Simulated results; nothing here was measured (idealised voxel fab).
Process module under the name voxel transistor to metal
The width of the displayed cross-section, cut, is 300 nm; its cells are square, with a size of 5 nm.
The cross-sections in this document take the form of a grid made of square cells. They are written out as bands, in order from top to bottom. Each band consists of one or more rows of cells. Quick guide to a band line: top height, bottom height (nm) up front; then every material left to right with its width in nm. Only one material and it's marked "throughout"? Then it fills the band edge to edge. And "blank" just means empty space. A quick word on heights: they are counted from 0, and under that level the wafer as it came to us is one material throughout. The lowest band is different from the rest in having no bottom; it simply continues downward, written as in "0 down". Width: "30->40" (first number = top row, second number = bottom row, same change from row to row of cells). It should be understood that the words "no modifications", when stated for a given step, signify that the cross-section underwent no change in any of its cells during that step. Voids not open to the top, 8 cells minimum: see "Closed void register". Written width x height at distance; distance is from the left edge; nm. Where a step's line continues beyond its settings, the continuation is a remark by the simulator itself on that step. "overlay nm" denotes, for a step that has a mask, the displacement of the mask to the right of its planned place, with negative values corresponding to the left.

### Here's what the planned process steps look like
| 1 | RECEIVE, material Si |
| 2 | CONFORMAL_DEP, material SiO2, thk nm 5 |
| 3 | CONFORMAL_DEP, material SiN, thk nm 10 |
| 4 | DIRECTIONAL_DEP, material aC, thk nm 15 |
| 5 | PATTERN, tone cover, mask id ACTIVE, material resist, width nm 95, pitch nm 125, thk nm 30, overlay nm 0 |
| 6 | DIRECTIONAL_ETCH, etch materials aC, depth nm 15 |
| 7 | STRIP, etch materials resist |
| 8 | DIRECTIONAL_ETCH, etch materials SiN, depth nm 10 |
| 9 | DIRECTIONAL_ETCH, etch materials SiO2, depth nm 5 |
| 10 | DIRECTIONAL_ETCH, etch materials Si, depth nm 20 |
| 11 | STRIP, etch materials aC |
| 12 | FILL_DEP, material SiO2, thk nm 10 |
| 13 | CMP, height nm 15 |
| 14 | SELECTIVE_ETCH, etch materials SiO2, depth nm 5 |
| 15 | STRIP, etch materials SiN |
| 16 | SELECTIVE_ETCH, etch materials SiO2, depth nm 5 |
| 17 | OXIDIZE, depth nm 5 |
| 18 | DIRECTIONAL_DEP, material polySi, thk nm 25 |
| 19 | DIRECTIONAL_DEP, material SiCN, thk nm 15 |
| 20 | DIRECTIONAL_DEP, material aC, thk nm 10 |
| 21 | PATTERN, tone cover, mask id GATE, material resist, width nm 15, pitch nm 125, thk nm 25, overlay nm 0 |
| 22 | DIRECTIONAL_ETCH, etch materials aC, depth nm 10 |
| 23 | STRIP, etch materials resist |
| 24 | DIRECTIONAL_ETCH, etch materials SiCN, depth nm 25 |
| 25 | DIRECTIONAL_ETCH, etch materials polySi, depth nm 35 |
| 26 | STRIP, etch materials aC |
| 27 | CONFORMAL_DEP, material SiN, thk nm 5 |
| 28 | DIRECTIONAL_ETCH, etch materials SiN, depth nm 5 |
| 29 | DIRECTIONAL_ETCH, etch materials SiO2, depth nm 5 |
| 30 | EPI, material nSi, thk nm 5 |
| 31 | FILL_DEP, material SiO2, thk nm 10 |
| 32 | CMP, height nm 40 |
| 33 | DIRECTIONAL_DEP, material SiO2, thk nm 15 |
| 34 | DIRECTIONAL_DEP, material aC, thk nm 15 |
| 35 | PATTERN, tone open, mask id CONTACT, material resist, width nm 15, thk nm 35, overlay nm 0 |
| 36 | DIRECTIONAL_ETCH, etch materials aC, depth nm 15 |
| 37 | STRIP, etch materials resist |
| 38 | DIRECTIONAL_ETCH, etch materials SiO2, depth nm 55 |
| 39 | STRIP, etch materials aC |
| 40 | CONFORMAL_DEP, material TiN, thk nm 5 |
| 41 | FILL_DEP, material W, thk nm 5 |
| 42 | CMP, height nm 55 |
| 43 | DIRECTIONAL_DEP, material TiN, thk nm 5 |
| 44 | DIRECTIONAL_DEP, material W, thk nm 15 |
| 45 | DIRECTIONAL_DEP, material aC, thk nm 15 |
| 46 | PATTERN, tone cover, mask id METAL_1, material resist, width nm 15, thk nm 30, overlay nm 0 |
| 47 | DIRECTIONAL_ETCH, etch materials aC, depth nm 15 |
| 48 | STRIP, etch materials resist |
| 49 | DIRECTIONAL_ETCH, etch materials W, depth nm 15 |
| 50 | DIRECTIONAL_ETCH, etch materials TiN, depth nm 5 |
| 51 | STRIP, etch materials aC |
| 52 | CONFORMAL_DEP, material SiN, thk nm 5 |
| 53 | FILL_DEP, material lowk, thk nm 5 |
| 54 | CMP, height nm 75 |
| 55 | CONFORMAL_DEP, material SiN, thk nm 5 |
The wafers are alike at the start. At step 21, their width nm differs. The plan lists the first wafer's value.

### Cross-section of the first of several wafers on receipt, reflecting completion of step 1
  0 down = Si throughout
  Closed void register: none

### Cross-section of the first of several wafers once the module has run through its last step, step 55
  80 to 75 = SiN throughout
  75 to 60 = lowk=45, SiN=5, W=15, SiN=5, lowk=35, SiN=5, W=15, SiN=5, lowk=40, SiN=5, W=15, SiN=5, lowk=35, SiN=5, W=15, SiN=5, lowk=45
  60 to 55 = SiN=50, TiN=15, SiN=45, TiN=15, SiN=50, TiN=15, SiN=45, TiN=15, SiN=50
  55 to 40 = SiO2=50, TiN=5, W=5, TiN=5, SiO2=45, TiN=5, W=5, TiN=5, SiO2=50, TiN=5, W=5, TiN=5, SiO2=45, TiN=5, W=5, TiN=5, SiO2=50
  40 to 25 = SiO2=50, TiN=5, W=5, TiN=5, SiO2=10, SiN=5, SiCN=15, SiN=5, SiO2=10, TiN=5, W=5, TiN=5, SiO2=50, TiN=5, W=5, TiN=5, SiO2=10, SiN=5, SiCN=15, SiN=5, SiO2=10, TiN=5, W=5, TiN=5, SiO2=50
  25 to 5 = SiO2=50, TiN=5, W=5, TiN=5, SiO2=10, SiN=5, polySi=15, SiN=5, SiO2=10, TiN=5, W=5, TiN=5, SiO2=50, TiN=5, W=5, TiN=5, SiO2=10, SiN=5, polySi=15, SiN=5, SiO2=10, TiN=5, W=5, TiN=5, SiO2=50
  5 to 0 = SiO2=35, SiN=5, SiO2=10, TiN=15, SiO2=10, SiN=5, polySi=15, SiN=5, SiO2=10, TiN=15, SiO2=10, SiN=5, SiO2=20, SiN=5, SiO2=10, TiN=15, SiO2=10, SiN=5, polySi=15, SiN=5, SiO2=10, TiN=15, SiO2=10, SiN=5, SiO2=35
  0 to -5 = SiO2=40, nSi=35, SiO2=25, nSi=35, SiO2=30, nSi=35, SiO2=25, nSi=35, SiO2=40
  -5 to -20 = SiO2=40, Si=95, SiO2=30, Si=95, SiO2=40
  -20 down = Si throughout
  Closed void register: none

### A cross-section through the last wafer at the close of the module
  80 to 75 = SiN throughout
  75 to 60 = lowk=45, SiN=5, W=15, SiN=5, lowk=35, SiN=5, W=15, SiN=5, lowk=40, SiN=5, W=15, SiN=5, lowk=35, SiN=5, W=15, SiN=5, lowk=45
  60 to 55 = SiN=50, TiN=15, SiN=45, TiN=15, SiN=50, TiN=15, SiN=45, TiN=15, SiN=50
  55 to 40 = SiO2=50, TiN=5, W=5, TiN=5, SiO2=45, TiN=5, W=5, TiN=5, SiO2=50, TiN=5, W=5, TiN=5, SiO2=45, TiN=5, W=5, TiN=5, SiO2=50
  40 to 25 = SiO2=50, TiN=5, W=5, TiN=5, SiO2=5, SiN=5, SiCN=30, SiN=5, TiN=5, W=5, TiN=5, SiO2=50, TiN=5, W=5, TiN=5, SiO2=5, SiN=5, SiCN=30, SiN=5, TiN=5, W=5, TiN=5, SiO2=50
  25 to 5 = SiO2=50, TiN=5, W=5, TiN=5, SiO2=5, SiN=5, polySi=30, SiN=5, TiN=5, W=5, TiN=5, SiO2=50, TiN=5, W=5, TiN=5, SiO2=5, SiN=5, polySi=30, SiN=5, TiN=5, W=5, TiN=5, SiO2=50
  5 to 0 = SiO2=35, SiN=5, SiO2=10, TiN=15, SiO2=5, SiN=5, polySi=30, SiN=5, TiN=15, SiO2=10, SiN=5, SiO2=20, SiN=5, SiO2=10, TiN=15, SiO2=5, SiN=5, polySi=30, SiN=5, TiN=15, SiO2=10, SiN=5, SiO2=35
  0 to -5 = SiO2=40, nSi=30, SiO2=40, nSi=25, SiO2=30, nSi=30, SiO2=40, nSi=25, SiO2=40
  -5 to -20 = SiO2=40, Si=95, SiO2=30, Si=95, SiO2=40
  -20 down = Si throughout
  Closed void register: none

### Tabulated below, wafer by wafer, are the end-of-module results: for each material, the number of cells gained (+) or lost (-) relative to the as-received state, followed by the closed voids
width nm 15 | -126 Si | +18 SiCN | +168 SiN | +542 SiO2 | +104 TiN | +76 W | +120 lowk | +28 nSi | +30 polySi | Closed void register: none
width nm 20 | -126 Si | +24 SiCN | +168 SiN | +528 SiO2 | +104 TiN | +76 W | +120 lowk | +26 nSi | +40 polySi | Closed void register: none
width nm 25 | -126 Si | +30 SiCN | +168 SiN | +514 SiO2 | +104 TiN | +76 W | +120 lowk | +24 nSi | +50 polySi | Closed void register: none
width nm 30 | -126 Si | +36 SiCN | +168 SiN | +500 SiO2 | +104 TiN | +76 W | +120 lowk | +22 nSi | +60 polySi | Closed void register: none
